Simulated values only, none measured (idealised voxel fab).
process module | voxel wiring stack
cross-section cut | 150 nm wide | cells 5 nm
A cross-section is a grid of square cells, given in bands from the top down. A band is one or more rows of cells.
Each band's line starts with the height of the band's top and of its bottom, in nm. Then come its materials from left to right, each with its width in nm. One material with "throughout" fills the band from edge to edge. "air" is empty space.
Height 0 is the level under which the wafer as received is all one material. The lowest band goes on downwards, as in "0 down".
A width such as "30 to 40" changes by the same amount from each row of cells to the next, from the band's top row to its bottom row.
"no change" after a step means that no cell of the cross-section changed.
closed voids: empty space of 8 cells or more with no open way to the top, each as width x height at its distance from the left edge, in nm
after a step's settings: what the simulator itself notes on the step
overlay nm, on a step with a mask: how far to the right of its planned place the mask lay; to the left if negative
plan
1 op RECEIVE | material Si
2 op CONFORMAL_DEP | material SiO2 | thk nm 10
3 op DIRECTIONAL_DEP | material TiN | thk nm 5
4 op DIRECTIONAL_DEP | material W | thk nm 20
5 op MASKED_ETCH | tone cover | mask id METAL_1 | width nm 20 | pitch nm 35 | etch materials W | depth nm 20 | overlay nm 0
6 op MASKED_ETCH | tone cover | mask id METAL_1 | width nm 20 | pitch nm 35 | etch materials TiN | depth nm 5 | overlay nm 0
7 op FILL_DEP | material lowk | thk nm 10
8 op CMP | height nm 35
9 op CONFORMAL_DEP | material SiCN | thk nm 5
10 op DIRECTIONAL_DEP | material SiO2 | thk nm 20
11 op MASKED_ETCH | tone open | mask id PLUG_1 | width nm 15 | etch materials SiO2 | depth nm 20 | overlay nm 0
12 op MASKED_ETCH | tone open | mask id PLUG_1 | width nm 15 | etch materials SiCN | depth nm 5 | overlay nm 0
13 op CONFORMAL_DEP | material TiN | thk nm 5
14 op FILL_DEP | material Ru | thk nm 5
15 op CMP | height nm 60
16 op CONFORMAL_DEP | material SiCN | thk nm 5
17 op DIRECTIONAL_DEP | material lowk | thk nm 25
18 op DIRECTIONAL_DEP | material aC | thk nm 10
19 op PATTERN | tone open | mask id METAL_2 | material resist | width nm 20 | pitch nm 35 | thk nm 25 | overlay nm 0
20 op DIRECTIONAL_ETCH | etch materials aC | depth nm 10
21 op STRIP | etch materials resist
22 op DIRECTIONAL_ETCH | etch materials lowk | depth nm 25
23 op DIRECTIONAL_ETCH | etch materials SiCN | depth nm 5
24 op STRIP | etch materials aC
25 op CONFORMAL_DEP | material TiN | thk nm 5
26 op FILL_DEP | material Ru | thk nm 5
27 op CMP | height nm 90
28 op EPI | material Ru | thk nm 5
29 op FILL_DEP | material SiCN | thk nm 5
as received, after step 1
  0 down: Si throughout
  closed voids: none
a wafer at the end: this start, this plan, one mistake
  100 to 95: SiCN throughout
  95 to 90: SiCN 40 | Ru 30 | SiCN 5 | Ru 30 | SiCN 45
  90 to 65: lowk 45 | TiN 5 | aC 10 | TiN 5 | lowk 15 | TiN 5 | aC 10 | TiN 5 | lowk 50
  65 to 60: SiCN 45 | TiN 20 | SiCN 15 | TiN 20 | SiCN 50
  60 to 40: SiO2 45 | TiN 5 | Ru 5 | TiN 5 | SiO2 90
  40 to 35: SiCN 45 | TiN 15 | SiCN 90
  35 to 15: lowk 45 | W 20 | lowk 15 | W 20 | lowk 50
  15 to 10: lowk 45 | TiN 20 | lowk 15 | TiN 20 | lowk 50
  10 to 0: SiO2 throughout
  0 down: Si throughout
  closed voids: none
what went wrong: step 26 ran as: op FILL_DEP | material aC | thk nm 5
